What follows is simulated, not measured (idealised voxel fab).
Process module heading - voxel quadruple lines
Pictured: cross-section cut, 265 nm wide, on a grid of 5 nm square cells.
Bands, listed from the top down, are how a cross-section gets written in this document; the cross-section itself is a grid of square cells, and a band is one or more rows of them.
Per band: top height and bottom height in nm, followed by the left-to-right materials and their widths in nm; "all across" marks a single material spanning edge to edge, "blank" marks empty space.
Height reference: 0 = level under which incoming wafer is all one material. Lowest band: no bottom, runs on downward, e.g. "0..down".
A two-number width, for instance "30..40", indicates that the width is equal to the first number in the top row of the band and to the second number in the bottom row, and that it changes by a constant amount per row of cells.
A step reported as "no alterations made" is a step in which no cell of the cross-section changed.
Voids not open to the top, 8 cells minimum: see "Closed void listing". Written width x height at distance; distance is from the left edge; nm.
That trailing text on a step's line, after the settings, is the simulator's own remark on the step.
If you see "overlay nm" on a step's line and that step has a mask, it's telling you how far right of where it was planned the mask ended up; a negative number means it went left instead.

LISTED BELOW ARE THE PROCESS STEPS AS PLANNED
1. RECEIVE,material Si
2. CONFORMAL_DEP,material Al2O3,thk nm 5
3. DIRECTIONAL_DEP,material Ru,thk nm 15
4. DIRECTIONAL_DEP,material polySi,thk nm 20
5. DIRECTIONAL_DEP,material aC,thk nm 20
6. PATTERN,tone cover,mask id MANDREL,material resist,width nm 20,thk nm 25,overlay nm 0
7. DIRECTIONAL_ETCH,etch materials aC,depth nm 20
8. STRIP,etch materials resist
9. CONFORMAL_DEP,material SiO2,thk nm 10
10. DIRECTIONAL_ETCH,etch materials SiO2,depth nm 10
11. STRIP,etch materials aC
12. DIRECTIONAL_ETCH,etch materials polySi,depth nm 20
13. STRIP,etch materials SiO2
14. CONFORMAL_DEP,material SiN,thk nm 5
15. DIRECTIONAL_ETCH,etch materials SiN,depth nm 5
16. STRIP,etch materials polySi
17. DIRECTIONAL_ETCH,etch materials Ru,depth nm 15
18. STRIP,etch materials SiN

CROSS-SECTION OF THE WAFER UPON ARRIVAL, REPRESENTING THE STATE REACHED AFTER STEP 1
	0..down  Si all across
	Closed void listing: none

POST-MODULE CROSS-SECTION: IDENTICAL START AND PLAN TO THOSE ABOVE, ONE MISSTEP IN EXECUTION
	15..0  blank 105 nm | Ru 5 nm | blank 10 nm | Ru 5 nm | blank 10 nm | Ru 5 nm | blank 10 nm | Ru 5 nm | blank 110 nm
	0..down  Si all across
	Closed void listing: none
Nonconformance to the process plan: no execution of plan step 2; skipped
